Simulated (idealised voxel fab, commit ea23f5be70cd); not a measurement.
process module | voxel wiring stack
cross-section cut | 265 nm wide | cells 5 nm
A cross-section is a grid of square cells, given in bands from the top down. A band is one or more rows of cells.
Each band's line starts with the height of the band's top and of its bottom, in nm. Then come its materials from left to right, each with its width in nm. One material with "throughout" fills the band from edge to edge. "air" is empty space.
Height 0 is the level under which the wafer as received is all one material. The lowest band goes on downwards, as in "0 down".
A width such as "30 to 40" changes by the same amount from each row of cells to the next, from the band's top row to its bottom row.
"no change" after a step means that no cell of the cross-section changed.
closed voids: empty space of 8 cells or more with no open way to the top, each as width x height at its distance from the left edge, in nm
after a step's settings: what the simulator itself notes on the step
overlay nm, on a step with a mask: how far to the right of its planned place the mask lay; to the left if negative
plan
1 op RECEIVE | material Si
2 op CONFORMAL_DEP | material SiO2 | thk nm 15
3 op CONFORMAL_DEP | material SiN | thk nm 5
4 op DIRECTIONAL_DEP | material lowk | thk nm 25
5 op DIRECTIONAL_DEP | material aC | thk nm 10
6 op PATTERN | tone open | mask id METAL_1 | material resist | width nm 25 | pitch nm 45 | thk nm 25 | overlay nm 0
7 op DIRECTIONAL_ETCH | etch materials aC | depth nm 10
8 op STRIP | etch materials resist
9 op DIRECTIONAL_ETCH | etch materials lowk | depth nm 25
10 op DIRECTIONAL_ETCH | etch materials SiN | depth nm 5
11 op STRIP | etch materials aC
12 op CONFORMAL_DEP | material TiN | thk nm 5
13 op FILL_DEP | material Cu | thk nm 10
14 op CMP | height nm 45
15 op CONFORMAL_DEP | material SiCN | thk nm 5
16 op DIRECTIONAL_DEP | material SiO2 | thk nm 10
17 op DIRECTIONAL_DEP | material aC | thk nm 10
18 op PATTERN | tone open | mask id PLUG_1 | material resist | width nm 15 | thk nm 25 | overlay nm 0
19 op DIRECTIONAL_ETCH | etch materials aC | depth nm 10
20 op STRIP | etch materials resist
21 op DIRECTIONAL_ETCH | etch materials SiO2 | depth nm 10
22 op DIRECTIONAL_ETCH | etch materials SiCN | depth nm 5
23 op STRIP | etch materials aC
24 op CONFORMAL_DEP | material TiN | thk nm 5
25 op FILL_DEP | material Ru | thk nm 10
26 op CMP | height nm 60
27 op CONFORMAL_DEP | material SiN | thk nm 5
28 op DIRECTIONAL_DEP | material SiO2 | thk nm 15
29 op MASKED_ETCH | tone open | mask id METAL_2 | width nm 25 | pitch nm 45 | etch materials SiO2 | depth nm 15 | overlay nm 0
30 op MASKED_ETCH | tone open | mask id METAL_2 | width nm 25 | pitch nm 45 | etch materials SiN | depth nm 5 | overlay nm 0
31 op CONFORMAL_DEP | material TiN | thk nm 5
32 op FILL_DEP | material W | thk nm 10
33 op CMP | height nm 80
34 op CONFORMAL_DEP | material SiCN | thk nm 5
35 op DIRECTIONAL_DEP | material lowk | thk nm 20
36 op MASKED_ETCH | tone open | mask id PLUG_2 | width nm 15 | pitch nm 45 | etch materials lowk | depth nm 20 | overlay nm 0
37 op MASKED_ETCH | tone open | mask id PLUG_2 | width nm 15 | pitch nm 45 | etch materials SiCN | depth nm 5 | overlay nm 0
38 op CONFORMAL_DEP | material TiN | thk nm 5
39 op FILL_DEP | material W | thk nm 10
40 op CMP | height nm 105
41 op CONFORMAL_DEP | material SiN | thk nm 5
42 op DIRECTIONAL_DEP | material SiO2 | thk nm 20
43 op DIRECTIONAL_DEP | material aC | thk nm 15
44 op PATTERN | tone open | mask id METAL_3 | material resist | width nm 25 | pitch nm 45 | thk nm 30 | overlay nm 0
45 op DIRECTIONAL_ETCH | etch materials aC | depth nm 15
46 op STRIP | etch materials resist
47 op DIRECTIONAL_ETCH | etch materials SiO2 | depth nm 20
48 op DIRECTIONAL_ETCH | etch materials SiN | depth nm 5
49 op STRIP | etch materials aC
50 op CONFORMAL_DEP | material TiN | thk nm 5
51 op FILL_DEP | material W | thk nm 10
52 op CMP | height nm 130
53 op EPI | material Ru | thk nm 5
54 op FILL_DEP | material SiCN | thk nm 5
first wafer, as planned
as received, after step 1
  0 down: Si throughout
  closed voids: none
after step 2
  15 to 0: SiO2 throughout
  below 0: unchanged
after step 3
  20 to 15: SiN throughout
  below 15: unchanged
after step 4
  45 to 20: lowk throughout
  below 20: unchanged
after step 5
  55 to 45: aC throughout
  below 45: unchanged
after step 6
  80 to 55: resist 95 | air 25 | resist 20 | air 25 | resist 100
  below 55: unchanged
after step 7
  70 to 55: resist 95 | air 25 | resist 20 | air 25 | resist 100
  55 to 45: aC 95 | air 25 | aC 20 | air 25 | aC 100
  below 45: unchanged
after step 8
  55 to 45: aC 95 | air 25 | aC 20 | air 25 | aC 100
  below 45: unchanged
after step 9
  55 to 45: aC 95 | air 25 | aC 20 | air 25 | aC 100
  45 to 20: lowk 95 | air 25 | lowk 20 | air 25 | lowk 100
  below 20: unchanged
after step 10
  55 to 45: aC 95 | air 25 | aC 20 | air 25 | aC 100
  45 to 20: lowk 95 | air 25 | lowk 20 | air 25 | lowk 100
  20 to 15: SiN 95 | air 25 | SiN 20 | air 25 | SiN 100
  below 15: unchanged
after step 11
  45 to 20: lowk 95 | air 25 | lowk 20 | air 25 | lowk 100
  below 20: unchanged
after step 12
  50 to 45: TiN 100 | air 15 | TiN 30 | air 15 | TiN 105
  45 to 20: lowk 95 | TiN 5 | air 15 | TiN 5 | lowk 20 | TiN 5 | air 15 | TiN 5 | lowk 100
  20 to 15: SiN 95 | TiN 25 | SiN 20 | TiN 25 | SiN 100
  below 15: unchanged
after step 13
  60 to 50: Cu throughout
  50 to 45: TiN 100 | Cu 15 | TiN 30 | Cu 15 | TiN 105
  45 to 20: lowk 95 | TiN 5 | Cu 15 | TiN 5 | lowk 20 | TiN 5 | Cu 15 | TiN 5 | lowk 100
  below 20: unchanged
after step 14
  45 to 20: lowk 95 | TiN 5 | Cu 15 | TiN 5 | lowk 20 | TiN 5 | Cu 15 | TiN 5 | lowk 100
  below 20: unchanged
after step 15
  50 to 45: SiCN throughout
  below 45: unchanged
after step 16
  60 to 50: SiO2 throughout
  below 50: unchanged
after step 17
  70 to 60: aC throughout
  below 60: unchanged
after step 18
  95 to 70: resist 95 | air 15 | resist 155
  below 70: unchanged
after step 19
  85 to 70: resist 95 | air 15 | resist 155
  70 to 60: aC 95 | air 15 | aC 155
  below 60: unchanged
after step 20
  70 to 60: aC 95 | air 15 | aC 155
  below 60: unchanged
after step 21
  70 to 60: aC 95 | air 15 | aC 155
  60 to 50: SiO2 95 | air 15 | SiO2 155
  below 50: unchanged
after step 22
  70 to 60: aC 95 | air 15 | aC 155
  60 to 50: SiO2 95 | air 15 | SiO2 155
  50 to 45: SiCN 95 | air 15 | SiCN 155
  below 45: unchanged
after step 23
  60 to 50: SiO2 95 | air 15 | SiO2 155
  below 50: unchanged
after step 24
  65 to 60: TiN 100 | air 5 | TiN 160
  60 to 50: SiO2 95 | TiN 5 | air 5 | TiN 5 | SiO2 155
  50 to 45: SiCN 95 | TiN 15 | SiCN 155
  below 45: unchanged
after step 25
  75 to 65: Ru throughout
  65 to 60: TiN 100 | Ru 5 | TiN 160
  60 to 50: SiO2 95 | TiN 5 | Ru 5 | TiN 5 | SiO2 155
  below 50: unchanged
after step 26
  60 to 50: SiO2 95 | TiN 5 | Ru 5 | TiN 5 | SiO2 155
  below 50: unchanged
after step 27
  65 to 60: SiN throughout
  below 60: unchanged
after step 28
  80 to 65: SiO2 throughout
  below 65: unchanged
after step 29
  80 to 65: SiO2 95 | air 25 | SiO2 20 | air 25 | SiO2 100
  below 65: unchanged
after step 30
  80 to 65: SiO2 95 | air 25 | SiO2 20 | air 25 | SiO2 100
  65 to 60: SiN 95 | air 25 | SiN 20 | air 25 | SiN 100
  below 60: unchanged
after step 31
  85 to 80: TiN 100 | air 15 | TiN 30 | air 15 | TiN 105
  80 to 65: SiO2 95 | TiN 5 | air 15 | TiN 5 | SiO2 20 | TiN 5 | air 15 | TiN 5 | SiO2 100
  65 to 60: SiN 95 | TiN 25 | SiN 20 | TiN 25 | SiN 100
  below 60: unchanged
after step 32
  95 to 85: W throughout
  85 to 80: TiN 100 | W 15 | TiN 30 | W 15 | TiN 105
  80 to 65: SiO2 95 | TiN 5 | W 15 | TiN 5 | SiO2 20 | TiN 5 | W 15 | TiN 5 | SiO2 100
  below 65: unchanged
after step 33
  80 to 65: SiO2 95 | TiN 5 | W 15 | TiN 5 | SiO2 20 | TiN 5 | W 15 | TiN 5 | SiO2 100
  below 65: unchanged
after step 34
  85 to 80: SiCN throughout
  below 80: unchanged
after step 35
  105 to 85: lowk throughout
  below 85: unchanged
after step 36
  105 to 85: lowk 95 | air 15 | lowk 30 | air 15 | lowk 110
  below 85: unchanged
after step 37
  105 to 85: lowk 95 | air 15 | lowk 30 | air 15 | lowk 110
  85 to 80: SiCN 95 | air 15 | SiCN 30 | air 15 | SiCN 110
  below 80: unchanged
after step 38
  110 to 105: TiN 100 | air 5 | TiN 40 | air 5 | TiN 115
  105 to 85: lowk 95 | TiN 5 | air 5 | TiN 5 | lowk 30 | TiN 5 | air 5 | TiN 5 | lowk 110
  85 to 80: SiCN 95 | TiN 15 | SiCN 30 | TiN 15 | SiCN 110
  below 80: unchanged
after step 39
  120 to 110: W throughout
  110 to 105: TiN 100 | W 5 | TiN 40 | W 5 | TiN 115
  105 to 85: lowk 95 | TiN 5 | W 5 | TiN 5 | lowk 30 | TiN 5 | W 5 | TiN 5 | lowk 110
  below 85: unchanged
after step 40
  105 to 85: lowk 95 | TiN 5 | W 5 | TiN 5 | lowk 30 | TiN 5 | W 5 | TiN 5 | lowk 110
  below 85: unchanged
after step 41
  110 to 105: SiN throughout
  below 105: unchanged
after step 42
  130 to 110: SiO2 throughout
  below 110: unchanged
after step 43
  145 to 130: aC throughout
  below 130: unchanged
after step 44
  175 to 145: resist 95 | air 25 | resist 20 | air 25 | resist 100
  below 145: unchanged
after step 45
  160 to 145: resist 95 | air 25 | resist 20 | air 25 | resist 100
  145 to 130: aC 95 | air 25 | aC 20 | air 25 | aC 100
  below 130: unchanged
after step 46
  145 to 130: aC 95 | air 25 | aC 20 | air 25 | aC 100
  below 130: unchanged
after step 47
  145 to 130: aC 95 | air 25 | aC 20 | air 25 | aC 100
  130 to 110: SiO2 95 | air 25 | SiO2 20 | air 25 | SiO2 100
  below 110: unchanged
after step 48
  145 to 130: aC 95 | air 25 | aC 20 | air 25 | aC 100
  130 to 110: SiO2 95 | air 25 | SiO2 20 | air 25 | SiO2 100
  110 to 105: SiN 95 | air 25 | SiN 20 | air 25 | SiN 100
  below 105: unchanged
after step 49
  130 to 110: SiO2 95 | air 25 | SiO2 20 | air 25 | SiO2 100
  below 110: unchanged
after step 50
  135 to 130: TiN 100 | air 15 | TiN 30 | air 15 | TiN 105
  130 to 110: SiO2 95 | TiN 5 | air 15 | TiN 5 | SiO2 20 | TiN 5 | air 15 | TiN 5 | SiO2 100
  110 to 105: SiN 95 | TiN 25 | SiN 20 | TiN 25 | SiN 100
  below 105: unchanged
after step 51
  145 to 135: W throughout
  135 to 130: TiN 100 | W 15 | TiN 30 | W 15 | TiN 105
  130 to 110: SiO2 95 | TiN 5 | W 15 | TiN 5 | SiO2 20 | TiN 5 | W 15 | TiN 5 | SiO2 100
  below 110: unchanged
after step 52
  130 to 110: SiO2 95 | TiN 5 | W 15 | TiN 5 | SiO2 20 | TiN 5 | W 15 | TiN 5 | SiO2 100
  below 110: unchanged
after step 53
  135 to 130: air 90 | Ru 35 | air 10 | Ru 35 | air 95
  below 130: unchanged
after step 54
  140 to 135: SiCN throughout
  135 to 130: SiCN 90 | Ru 35 | SiCN 10 | Ru 35 | SiCN 95
  below 130: unchanged
second wafer: like start, like plan, one mistake. Through step 35 it matches the first wafer
when step 36 should have ended
  105 to 85: air 95 | lowk 15 | air 30 | lowk 15 | air 110
  below 85: unchanged
when step 37 should have ended: no change
when step 38 should have ended
  110 to 105: air 90 | TiN 25 | air 20 | TiN 25 | air 105
  105 to 90: air 90 | TiN 5 | lowk 15 | TiN 5 | air 20 | TiN 5 | lowk 15 | TiN 5 | air 105
  90 to 85: TiN 95 | lowk 15 | TiN 30 | lowk 15 | TiN 110
  below 85: unchanged
when step 39 should have ended
  120 to 110: W throughout
  110 to 105: W 90 | TiN 25 | W 20 | TiN 25 | W 105
  105 to 90: W 90 | TiN 5 | lowk 15 | TiN 5 | W 20 | TiN 5 | lowk 15 | TiN 5 | W 105
  below 90: unchanged
when step 40 should have ended
  105 to 90: W 90 | TiN 5 | lowk 15 | TiN 5 | W 20 | TiN 5 | lowk 15 | TiN 5 | W 105
  below 90: unchanged
when step 41 should have ended
  110 to 105: SiN throughout
  below 105: unchanged
when step 42 should have ended
  130 to 110: SiO2 throughout
  below 110: unchanged
when step 43 should have ended
  145 to 130: aC throughout
  below 130: unchanged
when step 44 should have ended
  175 to 145: resist 95 | air 25 | resist 20 | air 25 | resist 100
  below 145: unchanged
when step 45 should have ended
  160 to 145: resist 95 | air 25 | resist 20 | air 25 | resist 100
  145 to 130: aC 95 | air 25 | aC 20 | air 25 | aC 100
  below 130: unchanged
when step 46 should have ended
  145 to 130: aC 95 | air 25 | aC 20 | air 25 | aC 100
  below 130: unchanged
when step 47 should have ended
  145 to 130: aC 95 | air 25 | aC 20 | air 25 | aC 100
  130 to 110: SiO2 95 | air 25 | SiO2 20 | air 25 | SiO2 100
  below 110: unchanged
when step 48 should have ended
  145 to 130: aC 95 | air 25 | aC 20 | air 25 | aC 100
  130 to 110: SiO2 95 | air 25 | SiO2 20 | air 25 | SiO2 100
  110 to 105: SiN 95 | air 25 | SiN 20 | air 25 | SiN 100
  below 105: unchanged
when step 49 should have ended
  130 to 110: SiO2 95 | air 25 | SiO2 20 | air 25 | SiO2 100
  below 110: unchanged
when step 50 should have ended
  135 to 130: TiN 100 | air 15 | TiN 30 | air 15 | TiN 105
  130 to 110: SiO2 95 | TiN 5 | air 15 | TiN 5 | SiO2 20 | TiN 5 | air 15 | TiN 5 | SiO2 100
  110 to 105: SiN 95 | TiN 25 | SiN 20 | TiN 25 | SiN 100
  below 105: unchanged
when step 51 should have ended
  145 to 135: W throughout
  135 to 130: TiN 100 | W 15 | TiN 30 | W 15 | TiN 105
  130 to 110: SiO2 95 | TiN 5 | W 15 | TiN 5 | SiO2 20 | TiN 5 | W 15 | TiN 5 | SiO2 100
  below 110: unchanged
when step 52 should have ended
  130 to 110: SiO2 95 | TiN 5 | W 15 | TiN 5 | SiO2 20 | TiN 5 | W 15 | TiN 5 | SiO2 100
  below 110: unchanged
when step 53 should have ended
  135 to 130: air 90 | Ru 35 | air 10 | Ru 35 | air 95
  below 130: unchanged
when step 54 should have ended
  140 to 135: SiCN throughout
  135 to 130: SiCN 90 | Ru 35 | SiCN 10 | Ru 35 | SiCN 95
  below 130: unchanged
what went wrong: step 36 ran as: op MASKED_ETCH | tone cover | mask id PLUG_2 | width nm 15 | pitch nm 45 | etch materials lowk | depth nm 20 | overlay nm 0
at the end the second wafer has, in cells: 6 more of SiCN | 37 more of TiN | 121 more of W | 164 fewer of lowk
